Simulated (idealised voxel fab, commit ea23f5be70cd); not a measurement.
Process module name: voxel transistor to metal
FYI the section here is cut, 215 nm wide, cells are 5 nm squares.
Cross-section format: a grid of square cells, given as bands from top to bottom; each band is one or more rows of cells.
Per band: top height and bottom height in nm, followed by the left-to-right materials and their widths in nm; "everywhere" marks a single material spanning edge to edge, "air" marks empty space.
Height datum 0, below which the as-received substrate wafer is one material. Lowest band open at the bottom, running downward: "0 and below".
A two-number width, for instance "30..40", indicates that the width is equal to the first number in the top row of the band and to the second number in the bottom row, and that it changes by a constant amount per row of cells.
The designation "same as before", where it is given for a processing step, indicates that no cell of the cross-section was altered in the course of that step.
"Sealed-off cavities": empty spaces of 8 cells or more with no open way to the top, each given as width x height at distance, distance from the left edge, all in nm.
The remark found on a step's line after its settings is issued by the simulator itself and pertains to that step.
overlay nm: where the mask lay relative to plan, measured to the right, on steps with a mask; negatives go left.

## Here's what the planned process steps look like
- 1: RECEIVE,material Si
- 2: CONFORMAL_DEP,material SiO2,thk nm 5
- 3: CONFORMAL_DEP,material SiN,thk nm 10
- 4: DIRECTIONAL_DEP,material aC,thk nm 15
- 5: PATTERN,tone cover,mask id ACTIVE,material resist,width nm 115,thk nm 30,overlay nm 0
- 6: DIRECTIONAL_ETCH,etch materials aC,depth nm 15
- 7: STRIP,etch materials resist
- 8: DIRECTIONAL_ETCH,etch materials SiN,depth nm 10
- 9: DIRECTIONAL_ETCH,etch materials SiO2,depth nm 5
- 10: DIRECTIONAL_ETCH,etch materials Si,depth nm 25
- 11: STRIP,etch materials aC
- 12: OXIDIZE,depth nm 5
- 13: FILL_DEP,material SiO2,thk nm 15
- 14: CMP,height nm 15
- 15: SELECTIVE_ETCH,etch materials SiO2,depth nm 10
- 16: STRIP,etch materials SiN
- 17: SELECTIVE_ETCH,etch materials SiO2,depth nm 5
- 18: OXIDIZE,depth nm 5
- 19: DIRECTIONAL_DEP,material polySi,thk nm 25
- 20: DIRECTIONAL_DEP,material SiCN,thk nm 15
- 21: DIRECTIONAL_DEP,material aC,thk nm 15
- 22: PATTERN,tone cover,mask id GATE,material resist,width nm 25,thk nm 35,overlay nm 0
- 23: DIRECTIONAL_ETCH,etch materials aC,depth nm 15
- 24: STRIP,etch materials resist
- 25: DIRECTIONAL_ETCH,etch materials SiCN,depth nm 25
- 26: DIRECTIONAL_ETCH,etch materials polySi,depth nm 35
- 27: STRIP,etch materials aC
- 28: CONFORMAL_DEP,material SiN,thk nm 10
- 29: DIRECTIONAL_ETCH,etch materials SiN,depth nm 10
- 30: DIRECTIONAL_ETCH,etch materials SiO2,depth nm 5
- 31: DIRECTIONAL_ETCH,etch materials Si,depth nm 5
- 32: EPI,material pSi,thk nm 5
- 33: FILL_DEP,material SiO2,thk nm 10
- 34: CMP,height nm 25
- 35: STRIP,etch materials polySi
- 36: SELECTIVE_ETCH,etch materials SiO2,depth nm 5
- 37: CONFORMAL_DEP,material HfO2,thk nm 5
- 38: CONFORMAL_DEP,material TiN,thk nm 5
- 39: FILL_DEP,material W,thk nm 10
- 40: CMP,height nm 20
- 41: DIRECTIONAL_DEP,material SiO2,thk nm 15
- 42: DIRECTIONAL_DEP,material aC,thk nm 15
- 43: PATTERN,tone open,mask id CONTACT,material resist,width nm 20,pitch nm 75,thk nm 35,overlay nm 0
- 44: DIRECTIONAL_ETCH,etch materials aC,depth nm 15
- 45: STRIP,etch materials resist
- 46: DIRECTIONAL_ETCH,etch materials SiO2,depth nm 40
- 47: STRIP,etch materials aC
- 48: CONFORMAL_DEP,material TiN,thk nm 5
- 49: FILL_DEP,material W,thk nm 10
- 50: CMP,height nm 35
- 51: DIRECTIONAL_DEP,material TiN,thk nm 5
- 52: DIRECTIONAL_DEP,material W,thk nm 25
- 53: DIRECTIONAL_DEP,material aC,thk nm 10
- 54: PATTERN,tone cover,mask id METAL_1,material resist,width nm 20,pitch nm 75,thk nm 25,overlay nm 0
- 55: DIRECTIONAL_ETCH,etch materials aC,depth nm 10
- 56: STRIP,etch materials resist
- 57: DIRECTIONAL_ETCH,etch materials W,depth nm 25
- 58: DIRECTIONAL_ETCH,etch materials TiN,depth nm 5
- 59: STRIP,etch materials aC
- 60: FILL_DEP,material SiO2,thk nm 10
- 61: CMP,height nm 65
- 62: CONFORMAL_DEP,material SiCN,thk nm 5
- 63: DIRECTIONAL_DEP,material SiO2,thk nm 35
- 64: MASKED_ETCH,tone open,mask id METAL_2,width nm 20,pitch nm 75,etch materials SiO2,depth nm 20,overlay nm 0
- 65: PATTERN,tone open,mask id METAL_2_HOLES,material resist,width nm 15,pitch nm 75,thk nm 20,overlay nm 0
- 66: DIRECTIONAL_ETCH,etch materials SiO2,depth nm 15
- 67: DIRECTIONAL_ETCH,etch materials SiCN,depth nm 5
- 68: STRIP,etch materials resist
- 69: CONFORMAL_DEP,material TiN,thk nm 5
- 70: FILL_DEP,material Ru,thk nm 5
- 71: CMP,height nm 105
- 72: CONFORMAL_DEP,material SiN,thk nm 5

## Received-state cross-section, reflecting completion of step 1
* 0 and below  Si everywhere
* Sealed-off cavities: none

## Cross-sectional image of the first of two wafers at the end of the module, the run having proceeded as planned
* 110 down to 105  SiN everywhere
* 105 down to 90  60 SiO2  5 TiN  10 Ru  5 TiN  55 SiO2  5 TiN  10 Ru  5 TiN  60 SiO2
* 90 down to 85  60 SiO2  5 TiN  5 Ru  10 TiN  55 SiO2  5 TiN  5 Ru  10 TiN  60 SiO2
* 85 down to 70  60 SiO2  5 TiN  5 Ru  5 TiN  60 SiO2  5 TiN  5 Ru  5 TiN  65 SiO2
* 70 down to 65  60 SiCN  15 TiN  60 SiCN  15 TiN  65 SiCN
* 65 down to 40  60 SiO2  20 W  55 SiO2  20 W  60 SiO2
* 40 down to 35  60 SiO2  20 TiN  55 SiO2  20 TiN  60 SiO2
* 35 down to 20  60 SiO2  5 TiN  10 W  5 TiN  55 SiO2  5 TiN  10 W  5 TiN  60 SiO2
* 20 down to 5  60 SiO2  5 TiN  10 W  5 TiN  5 SiO2  10 SiN  5 HfO2  5 TiN  5 W  5 TiN  5 HfO2  10 SiN  5 SiO2  5 TiN  10 W  5 TiN  60 SiO2
* 5 down to 0  60 SiO2  5 TiN  10 W  5 TiN  5 SiO2  10 SiN  5 HfO2  15 TiN  5 HfO2  10 SiN  5 SiO2  5 TiN  10 W  5 TiN  60 SiO2
* 0 down to -5  60 SiO2  20 TiN  5 pSi  5 SiO2  35 HfO2  5 SiO2  5 pSi  20 TiN  60 SiO2
* -5 down to -10  55 SiO2  30 pSi  45 Si  30 pSi  55 SiO2
* -10 down to -30  55 SiO2  105 Si  55 SiO2
* -30 and below  Si everywhere
* Sealed-off cavities: none

## Cross-section at end of module for the second wafer of two, which matched the first in starting point and plan and differed by one mistake in its processing
* 110 down to 105  SiN everywhere
* 105 down to 95  70 Ru  5 TiN  5 SiO2  5 TiN  60 Ru  5 TiN  5 SiO2  5 TiN  55 Ru
* 95 down to 90  55 Ru  20 TiN  5 SiO2  5 TiN  45 Ru  20 TiN  5 SiO2  5 TiN  55 Ru
* 90 down to 85  60 TiN  20 SiO2  55 TiN  20 SiO2  60 TiN
* 85 down to 70  SiO2 everywhere
* 70 down to 65  SiCN everywhere
* 65 down to 40  60 SiO2  20 W  55 SiO2  20 W  60 SiO2
* 40 down to 35  60 SiO2  20 TiN  55 SiO2  20 TiN  60 SiO2
* 35 down to 20  60 SiO2  5 TiN  10 W  5 TiN  55 SiO2  5 TiN  10 W  5 TiN  60 SiO2
* 20 down to 5  60 SiO2  5 TiN  10 W  5 TiN  5 SiO2  10 SiN  5 HfO2  5 TiN  5 W  5 TiN  5 HfO2  10 SiN  5 SiO2  5 TiN  10 W  5 TiN  60 SiO2
* 5 down to 0  60 SiO2  5 TiN  10 W  5 TiN  5 SiO2  10 SiN  5 HfO2  15 TiN  5 HfO2  10 SiN  5 SiO2  5 TiN  10 W  5 TiN  60 SiO2
* 0 down to -5  60 SiO2  20 TiN  5 pSi  5 SiO2  35 HfO2  5 SiO2  5 pSi  20 TiN  60 SiO2
* -5 down to -10  55 SiO2  30 pSi  45 Si  30 pSi  55 SiO2
* -10 down to -30  55 SiO2  105 Si  55 SiO2
* -30 and below  Si everywhere
* Sealed-off cavities: none
What was the processing mistake? contrary to plan, step 64 was performed as MASKED_ETCH,tone cover,mask id METAL_2,width nm 20,pitch nm 75,etch materials SiO2,depth nm 20,overlay nm 0
The closing comparison, in cells, has the second wafer with more or fewer of some materials than the first: Ru: 85 more, SiCN: 6 more, SiO2: 108 fewer, TiN: 17 more
